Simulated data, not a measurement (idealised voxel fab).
process module | voxel self aligned contacts
cross-section cut | 175 nm wide | cells 5 nm
A cross-section is a grid of square cells, given in bands from the top down. A band is one or more rows of cells.
Each band's line starts with the height of the band's top and of its bottom, in nm. Then come its materials from left to right, each with its width in nm. One material with "throughout" fills the band from edge to edge. "air" is empty space.
Height 0 is the level under which the wafer as received is all one material. The lowest band goes on downwards, as in "0 down".
A width such as "30 to 40" changes by the same amount from each row of cells to the next, from the band's top row to its bottom row.
"no change" after a step means that no cell of the cross-section changed.
closed voids: empty space of 8 cells or more with no open way to the top, each as width x height at its distance from the left edge, in nm
after a step's settings: what the simulator itself notes on the step
overlay nm, on a step with a mask: how far to the right of its planned place the mask lay; to the left if negative
plan
1 op RECEIVE | material Si
2 op CONFORMAL_DEP | material SiO2 | thk nm 5
3 op DIRECTIONAL_DEP | material polySi | thk nm 25
4 op DIRECTIONAL_DEP | material SiN | thk nm 15
5 op DIRECTIONAL_DEP | material aC | thk nm 10
6 op PATTERN | tone cover | mask id GATE | material resist | width nm 30 | pitch nm 55 | thk nm 30 | overlay nm 0
7 op DIRECTIONAL_ETCH | etch materials aC | depth nm 10
8 op STRIP | etch materials resist
9 op DIRECTIONAL_ETCH | etch materials SiN | depth nm 15
10 op DIRECTIONAL_ETCH | etch materials polySi | depth nm 25
11 op STRIP | etch materials aC
12 op CONFORMAL_DEP | material SiN | thk nm 5
13 op DIRECTIONAL_ETCH | etch materials SiN | depth nm 5
14 op FILL_DEP | material SiO2 | thk nm 20
15 op CMP | height nm 55
16 op MASKED_ETCH | tone open | mask id CONTACT | width nm 35 | etch materials SiO2 | depth nm 55 | overlay nm 0
17 op CONFORMAL_DEP | material TiN | thk nm 5
18 op FILL_DEP | material Ru | thk nm 5
19 op CMP | height nm 55
20 op CONFORMAL_DEP | material SiCN | thk nm 5
first wafer, as planned
as received, after step 1
  0 down: Si throughout
  closed voids: none
after step 2
  5 to 0: SiO2 throughout
  below 0: unchanged
after step 3
  30 to 5: polySi throughout
  below 5: unchanged
after step 4
  45 to 30: SiN throughout
  below 30: unchanged
after step 5
  55 to 45: aC throughout
  below 45: unchanged
after step 6
  85 to 55: air 45 | resist 30 | air 25 | resist 30 | air 45
  below 55: unchanged
after step 7
  75 to 55: air 45 | resist 30 | air 25 | resist 30 | air 45
  55 to 45: air 45 | aC 30 | air 25 | aC 30 | air 45
  below 45: unchanged
after step 8
  55 to 45: air 45 | aC 30 | air 25 | aC 30 | air 45
  below 45: unchanged
after step 9
  55 to 45: air 45 | aC 30 | air 25 | aC 30 | air 45
  45 to 30: air 45 | SiN 30 | air 25 | SiN 30 | air 45
  below 30: unchanged
after step 10
  55 to 45: air 45 | aC 30 | air 25 | aC 30 | air 45
  45 to 30: air 45 | SiN 30 | air 25 | SiN 30 | air 45
  30 to 5: air 45 | polySi 30 | air 25 | polySi 30 | air 45
  below 5: unchanged
after step 11
  45 to 30: air 45 | SiN 30 | air 25 | SiN 30 | air 45
  below 30: unchanged
after step 12
  50 to 30: air 40 | SiN 40 | air 15 | SiN 40 | air 40
  30 to 10: air 40 | SiN 5 | polySi 30 | SiN 5 | air 15 | SiN 5 | polySi 30 | SiN 5 | air 40
  10 to 5: SiN 45 | polySi 30 | SiN 25 | polySi 30 | SiN 45
  below 5: unchanged
after step 13
  45 to 30: air 40 | SiN 40 | air 15 | SiN 40 | air 40
  30 to 5: air 40 | SiN 5 | polySi 30 | SiN 5 | air 15 | SiN 5 | polySi 30 | SiN 5 | air 40
  below 5: unchanged
after step 14
  65 to 45: SiO2 throughout
  45 to 30: SiO2 40 | SiN 40 | SiO2 15 | SiN 40 | SiO2 40
  30 to 5: SiO2 40 | SiN 5 | polySi 30 | SiN 5 | SiO2 15 | SiN 5 | polySi 30 | SiN 5 | SiO2 40
  below 5: unchanged
after step 15
  55 to 45: SiO2 throughout
  below 45: unchanged
after step 16
  55 to 45: SiO2 70 | air 35 | SiO2 70
  45 to 30: SiO2 40 | SiN 40 | air 15 | SiN 40 | SiO2 40
  30 to 5: SiO2 40 | SiN 5 | polySi 30 | SiN 5 | air 15 | SiN 5 | polySi 30 | SiN 5 | SiO2 40
  5 to 0: SiO2 80 | air 15 | SiO2 80
  below 0: unchanged
after step 17
  60 to 55: TiN 75 | air 25 | TiN 75
  55 to 45: SiO2 70 | TiN 5 to 15 | air 25 to 5 | TiN 5 to 15 | SiO2 70
  45 to 30: SiO2 40 | SiN 40 | TiN 5 | air 5 | TiN 5 | SiN 40 | SiO2 40
  30 to 5: SiO2 40 | SiN 5 | polySi 30 | SiN 5 | TiN 5 | air 5 | TiN 5 | SiN 5 | polySi 30 | SiN 5 | SiO2 40
  5 to 0: SiO2 80 | TiN 15 | SiO2 80
  below 0: unchanged
after step 18
  65 to 60: Ru throughout
  60 to 55: TiN 75 | Ru 25 | TiN 75
  55 to 45: SiO2 70 | TiN 5 to 15 | Ru 25 to 5 | TiN 5 to 15 | SiO2 70
  45 to 30: SiO2 40 | SiN 40 | TiN 5 | Ru 5 | TiN 5 | SiN 40 | SiO2 40
  30 to 5: SiO2 40 | SiN 5 | polySi 30 | SiN 5 | TiN 5 | Ru 5 | TiN 5 | SiN 5 | polySi 30 | SiN 5 | SiO2 40
  below 5: unchanged
after step 19
  55 to 45: SiO2 70 | TiN 5 to 15 | Ru 25 to 5 | TiN 5 to 15 | SiO2 70
  below 45: unchanged
after step 20
  60 to 55: SiCN throughout
  below 55: unchanged
second wafer: like start, like plan, one mistake. Through step 5 it matches the first wafer
when step 6 should have ended
  85 to 55: air 50 | resist 30 | air 25 | resist 30 | air 40
  below 55: unchanged
when step 7 should have ended
  75 to 55: air 50 | resist 30 | air 25 | resist 30 | air 40
  55 to 45: air 50 | aC 30 | air 25 | aC 30 | air 40
  below 45: unchanged
when step 8 should have ended
  55 to 45: air 50 | aC 30 | air 25 | aC 30 | air 40
  below 45: unchanged
when step 9 should have ended
  55 to 45: air 50 | aC 30 | air 25 | aC 30 | air 40
  45 to 30: air 50 | SiN 30 | air 25 | SiN 30 | air 40
  below 30: unchanged
when step 10 should have ended
  55 to 45: air 50 | aC 30 | air 25 | aC 30 | air 40
  45 to 30: air 50 | SiN 30 | air 25 | SiN 30 | air 40
  30 to 5: air 50 | polySi 30 | air 25 | polySi 30 | air 40
  below 5: unchanged
when step 11 should have ended
  45 to 30: air 50 | SiN 30 | air 25 | SiN 30 | air 40
  below 30: unchanged
when step 12 should have ended
  50 to 30: air 45 | SiN 40 | air 15 | SiN 40 | air 35
  30 to 10: air 45 | SiN 5 | polySi 30 | SiN 5 | air 15 | SiN 5 | polySi 30 | SiN 5 | air 35
  10 to 5: SiN 50 | polySi 30 | SiN 25 | polySi 30 | SiN 40
  below 5: unchanged
when step 13 should have ended
  45 to 30: air 45 | SiN 40 | air 15 | SiN 40 | air 35
  30 to 5: air 45 | SiN 5 | polySi 30 | SiN 5 | air 15 | SiN 5 | polySi 30 | SiN 5 | air 35
  below 5: unchanged
when step 14 should have ended
  65 to 45: SiO2 throughout
  45 to 30: SiO2 45 | SiN 40 | SiO2 15 | SiN 40 | SiO2 35
  30 to 5: SiO2 45 | SiN 5 | polySi 30 | SiN 5 | SiO2 15 | SiN 5 | polySi 30 | SiN 5 | SiO2 35
  below 5: unchanged
when step 15 should have ended
  55 to 45: SiO2 throughout
  below 45: unchanged
when step 16 should have ended
  55 to 45: SiO2 70 | air 35 | SiO2 70
  45 to 30: SiO2 45 | SiN 40 | air 15 | SiN 40 | SiO2 35
  30 to 5: SiO2 45 | SiN 5 | polySi 30 | SiN 5 | air 15 | SiN 5 | polySi 30 | SiN 5 | SiO2 35
  5 to 0: SiO2 85 | air 15 | SiO2 75
  below 0: unchanged
when step 17 should have ended
  60 to 55: TiN 75 | air 25 | TiN 75
  55 to 45: SiO2 70 | TiN 5 to 20 | air 25 to 5 | TiN 5 to 10 | SiO2 70
  45 to 30: SiO2 45 | SiN 40 | TiN 5 | air 5 | TiN 5 | SiN 40 | SiO2 35
  30 to 5: SiO2 45 | SiN 5 | polySi 30 | SiN 5 | TiN 5 | air 5 | TiN 5 | SiN 5 | polySi 30 | SiN 5 | SiO2 35
  5 to 0: SiO2 85 | TiN 15 | SiO2 75
  below 0: unchanged
when step 18 should have ended
  65 to 60: Ru throughout
  60 to 55: TiN 75 | Ru 25 | TiN 75
  55 to 45: SiO2 70 | TiN 5 to 20 | Ru 25 to 5 | TiN 5 to 10 | SiO2 70
  45 to 30: SiO2 45 | SiN 40 | TiN 5 | Ru 5 | TiN 5 | SiN 40 | SiO2 35
  30 to 5: SiO2 45 | SiN 5 | polySi 30 | SiN 5 | TiN 5 | Ru 5 | TiN 5 | SiN 5 | polySi 30 | SiN 5 | SiO2 35
  below 5: unchanged
when step 19 should have ended
  55 to 45: SiO2 70 | TiN 5 to 20 | Ru 25 to 5 | TiN 5 to 10 | SiO2 70
  below 45: unchanged
when step 20 should have ended
  60 to 55: SiCN throughout
  below 55: unchanged
what went wrong: step 6 ran as: op PATTERN | tone cover | mask id GATE | material resist | width nm 30 | pitch nm 55 | thk nm 30 | overlay nm 5
at the end the second wafer has, in cells: as many of each material as the first, in other places
